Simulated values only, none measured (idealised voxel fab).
process module | voxel capacitor over wiring
cross-section cut | 300 nm wide | cells 5 nm
A cross-section is a grid of square cells, given in bands from the top down. A band is one or more rows of cells.
Each band's line starts with the height of the band's top and of its bottom, in nm. Then come its materials from left to right, each with its width in nm. One material with "throughout" fills the band from edge to edge. "air" is empty space.
Height 0 is the level under which the wafer as received is all one material. The lowest band goes on downwards, as in "0 down".
A width such as "30 to 40" changes by the same amount from each row of cells to the next, from the band's top row to its bottom row.
"no change" after a step means that no cell of the cross-section changed.
closed voids: empty space of 8 cells or more with no open way to the top, each as width x height at its distance from the left edge, in nm
after a step's settings: what the simulator itself notes on the step
overlay nm, on a step with a mask: how far to the right of its planned place the mask lay; to the left if negative
plan
1 op RECEIVE | material Si
2 op CONFORMAL_DEP | material SiO2 | thk nm 15
3 op DIRECTIONAL_DEP | material TiN | thk nm 5
4 op DIRECTIONAL_DEP | material Ru | thk nm 20
5 op DIRECTIONAL_DEP | material aC | thk nm 15
6 op PATTERN | tone cover | mask id METAL_1 | material resist | width nm 25 | pitch nm 90 | thk nm 35 | overlay nm 0
7 op DIRECTIONAL_ETCH | etch materials aC | depth nm 15
8 op STRIP | etch materials resist
9 op DIRECTIONAL_ETCH | etch materials Ru | depth nm 20
10 op DIRECTIONAL_ETCH | etch materials TiN | depth nm 5
11 op STRIP | etch materials aC
12 op FILL_DEP | material lowk | thk nm 10
13 op CMP | height nm 40
14 op CONFORMAL_DEP | material SiCN | thk nm 5
15 op DIRECTIONAL_DEP | material lowk | thk nm 20
16 op PATTERN | tone open | mask id PLUG_1 | material resist | width nm 15 | thk nm 20 | overlay nm 0
17 op DIRECTIONAL_ETCH | etch materials lowk | depth nm 20
18 op DIRECTIONAL_ETCH | etch materials SiCN | depth nm 5
19 op STRIP | etch materials resist
20 op CONFORMAL_DEP | material TiN | thk nm 5
21 op FILL_DEP | material W | thk nm 10
22 op CMP | height nm 65
23 op DIRECTIONAL_DEP | material TiN | thk nm 5
24 op DIRECTIONAL_DEP | material Al2O3 | thk nm 5
25 op DIRECTIONAL_DEP | material TiN | thk nm 10
26 op DIRECTIONAL_DEP | material aC | thk nm 15
27 op PATTERN | tone cover | mask id UPPER_PLATE | material resist | width nm 70 | thk nm 30 | overlay nm 0
28 op DIRECTIONAL_ETCH | etch materials aC | depth nm 15
29 op STRIP | etch materials resist
30 op DIRECTIONAL_ETCH | etch materials TiN | depth nm 10
31 op DIRECTIONAL_ETCH | etch materials Al2O3 | depth nm 5
32 op STRIP | etch materials aC
33 op MASKED_ETCH | tone cover | mask id LOWER_PLATE | width nm 80 | etch materials TiN | depth nm 5 | overlay nm 0
34 op FILL_DEP | material SiO2 | thk nm 20
35 op CMP | height nm 100
36 op PATTERN | tone open | mask id PLUG_2 | material resist | width nm 15 | thk nm 20 | overlay nm 0
37 op DIRECTIONAL_ETCH | etch materials SiO2 | depth nm 15
38 op STRIP | etch materials resist
39 op CONFORMAL_DEP | material TiN | thk nm 5
40 op FILL_DEP | material Ru | thk nm 5
41 op CMP | height nm 100
42 op CONFORMAL_DEP | material SiN | thk nm 5
first wafer, as planned
as received, after step 1
  0 down: Si throughout
  closed voids: none
after step 2
  15 to 0: SiO2 throughout
  below 0: unchanged
after step 3
  20 to 15: TiN throughout
  below 15: unchanged
after step 4
  40 to 20: Ru throughout
  below 20: unchanged
after step 5
  55 to 40: aC throughout
  below 40: unchanged
after step 6
  90 to 55: air 90 | resist 25 | air 65 | resist 25 | air 95
  below 55: unchanged
after step 7
  75 to 55: air 90 | resist 25 | air 65 | resist 25 | air 95
  55 to 40: air 90 | aC 25 | air 65 | aC 25 | air 95
  below 40: unchanged
after step 8
  55 to 40: air 90 | aC 25 | air 65 | aC 25 | air 95
  below 40: unchanged
after step 9
  55 to 40: air 90 | aC 25 | air 65 | aC 25 | air 95
  40 to 20: air 90 | Ru 25 | air 65 | Ru 25 | air 95
  below 20: unchanged
after step 10
  55 to 40: air 90 | aC 25 | air 65 | aC 25 | air 95
  40 to 20: air 90 | Ru 25 | air 65 | Ru 25 | air 95
  20 to 15: air 90 | TiN 25 | air 65 | TiN 25 | air 95
  below 15: unchanged
after step 11
  40 to 20: air 90 | Ru 25 | air 65 | Ru 25 | air 95
  below 20: unchanged
after step 12
  50 to 40: lowk throughout
  40 to 20: lowk 90 | Ru 25 | lowk 65 | Ru 25 | lowk 95
  20 to 15: lowk 90 | TiN 25 | lowk 65 | TiN 25 | lowk 95
  below 15: unchanged
after step 13
  40 to 20: lowk 90 | Ru 25 | lowk 65 | Ru 25 | lowk 95
  below 20: unchanged
after step 14
  45 to 40: SiCN throughout
  below 40: unchanged
after step 15
  65 to 45: lowk throughout
  below 45: unchanged
after step 16
  85 to 65: resist 100 | air 15 | resist 185
  below 65: unchanged
after step 17
  85 to 65: resist 100 | air 15 | resist 185
  65 to 45: lowk 100 | air 15 | lowk 185
  below 45: unchanged
after step 18
  85 to 65: resist 100 | air 15 | resist 185
  65 to 45: lowk 100 | air 15 | lowk 185
  45 to 40: SiCN 100 | air 15 | SiCN 185
  below 40: unchanged
after step 19
  65 to 45: lowk 100 | air 15 | lowk 185
  below 45: unchanged
after step 20
  70 to 65: TiN 105 | air 5 | TiN 190
  65 to 45: lowk 100 | TiN 5 | air 5 | TiN 5 | lowk 185
  45 to 40: SiCN 100 | TiN 15 | SiCN 185
  below 40: unchanged
after step 21
  80 to 70: W throughout
  70 to 65: TiN 105 | W 5 | TiN 190
  65 to 45: lowk 100 | TiN 5 | W 5 | TiN 5 | lowk 185
  below 45: unchanged
after step 22
  65 to 45: lowk 100 | TiN 5 | W 5 | TiN 5 | lowk 185
  below 45: unchanged
after step 23
  70 to 65: TiN throughout
  below 65: unchanged
after step 24
  75 to 70: Al2O3 throughout
  below 70: unchanged
after step 25
  85 to 75: TiN throughout
  below 75: unchanged
after step 26
  100 to 85: aC throughout
  below 85: unchanged
after step 27
  130 to 100: air 100 | resist 70 | air 130
  below 100: unchanged
after step 28
  115 to 100: air 100 | resist 70 | air 130
  100 to 85: air 100 | aC 70 | air 130
  below 85: unchanged
after step 29
  100 to 85: air 100 | aC 70 | air 130
  below 85: unchanged
after step 30
  100 to 85: air 100 | aC 70 | air 130
  85 to 75: air 100 | TiN 70 | air 130
  below 75: unchanged
after step 31
  100 to 85: air 100 | aC 70 | air 130
  85 to 75: air 100 | TiN 70 | air 130
  75 to 70: air 100 | Al2O3 70 | air 130
  below 70: unchanged
after step 32
  85 to 75: air 100 | TiN 70 | air 130
  below 75: unchanged
after step 33
  85 to 75: air 100 | TiN 70 | air 130
  75 to 70: air 100 | Al2O3 70 | air 130
  70 to 65: air 95 | TiN 80 | air 125
  below 65: unchanged
after step 34
  105 to 85: SiO2 throughout
  85 to 75: SiO2 100 | TiN 70 | SiO2 130
  75 to 70: SiO2 100 | Al2O3 70 | SiO2 130
  70 to 65: SiO2 95 | TiN 80 | SiO2 125
  below 65: unchanged
after step 35
  100 to 85: SiO2 throughout
  below 85: unchanged
after step 36
  120 to 100: resist 110 | air 15 | resist 175
  below 100: unchanged
after step 37
  120 to 100: resist 110 | air 15 | resist 175
  100 to 85: SiO2 110 | air 15 | SiO2 175
  below 85: unchanged
after step 38
  100 to 85: SiO2 110 | air 15 | SiO2 175
  below 85: unchanged
after step 39
  105 to 100: TiN 115 | air 5 | TiN 180
  100 to 90: SiO2 110 | TiN 5 | air 5 | TiN 5 | SiO2 175
  90 to 85: SiO2 110 | TiN 15 | SiO2 175
  below 85: unchanged
after step 40
  110 to 105: Ru throughout
  105 to 100: TiN 115 | Ru 5 | TiN 180
  100 to 90: SiO2 110 | TiN 5 | Ru 5 | TiN 5 | SiO2 175
  below 90: unchanged
after step 41
  100 to 90: SiO2 110 | TiN 5 | Ru 5 | TiN 5 | SiO2 175
  below 90: unchanged
after step 42
  105 to 100: SiN throughout
  below 100: unchanged
second wafer: like start, like plan, one mistake. Through step 23 it matches the first wafer
when step 24 should have ended: no change
when step 25 should have ended
  80 to 65: TiN throughout
  below 65: unchanged
when step 26 should have ended
  95 to 80: aC throughout
  below 80: unchanged
when step 27 should have ended
  125 to 95: air 100 | resist 70 | air 130
  below 95: unchanged
when step 28 should have ended
  110 to 95: air 100 | resist 70 | air 130
  95 to 80: air 100 | aC 70 | air 130
  below 80: unchanged
when step 29 should have ended
  95 to 80: air 100 | aC 70 | air 130
  below 80: unchanged
when step 30 should have ended
  95 to 80: air 100 | aC 70 | air 130
  80 to 70: air 100 | TiN 70 | air 130
  below 70: unchanged
when step 31 should have ended: no change
when step 32 should have ended
  80 to 70: air 100 | TiN 70 | air 130
  below 70: unchanged
when step 33 should have ended
  80 to 70: air 100 | TiN 70 | air 130
  70 to 65: air 95 | TiN 80 | air 125
  below 65: unchanged
when step 34 should have ended
  100 to 80: SiO2 throughout
  80 to 70: SiO2 100 | TiN 70 | SiO2 130
  70 to 65: SiO2 95 | TiN 80 | SiO2 125
  below 65: unchanged
when step 35 should have ended: no change
when step 36 should have ended
  120 to 100: resist 110 | air 15 | resist 175
  below 100: unchanged
when step 37 should have ended
  120 to 100: resist 110 | air 15 | resist 175
  100 to 85: SiO2 110 | air 15 | SiO2 175
  below 85: unchanged
when step 38 should have ended
  100 to 85: SiO2 110 | air 15 | SiO2 175
  below 85: unchanged
when step 39 should have ended
  105 to 100: TiN 115 | air 5 | TiN 180
  100 to 90: SiO2 110 | TiN 5 | air 5 | TiN 5 | SiO2 175
  90 to 85: SiO2 110 | TiN 15 | SiO2 175
  below 85: unchanged
when step 40 should have ended
  110 to 105: Ru throughout
  105 to 100: TiN 115 | Ru 5 | TiN 180
  100 to 90: SiO2 110 | TiN 5 | Ru 5 | TiN 5 | SiO2 175
  below 90: unchanged
when step 41 should have ended
  100 to 90: SiO2 110 | TiN 5 | Ru 5 | TiN 5 | SiO2 175
  below 90: unchanged
when step 42 should have ended
  105 to 100: SiN throughout
  below 100: unchanged
what went wrong: step 24 was left out
at the end the second wafer has, in cells: 14 fewer of Al2O3 | 14 more of SiO2
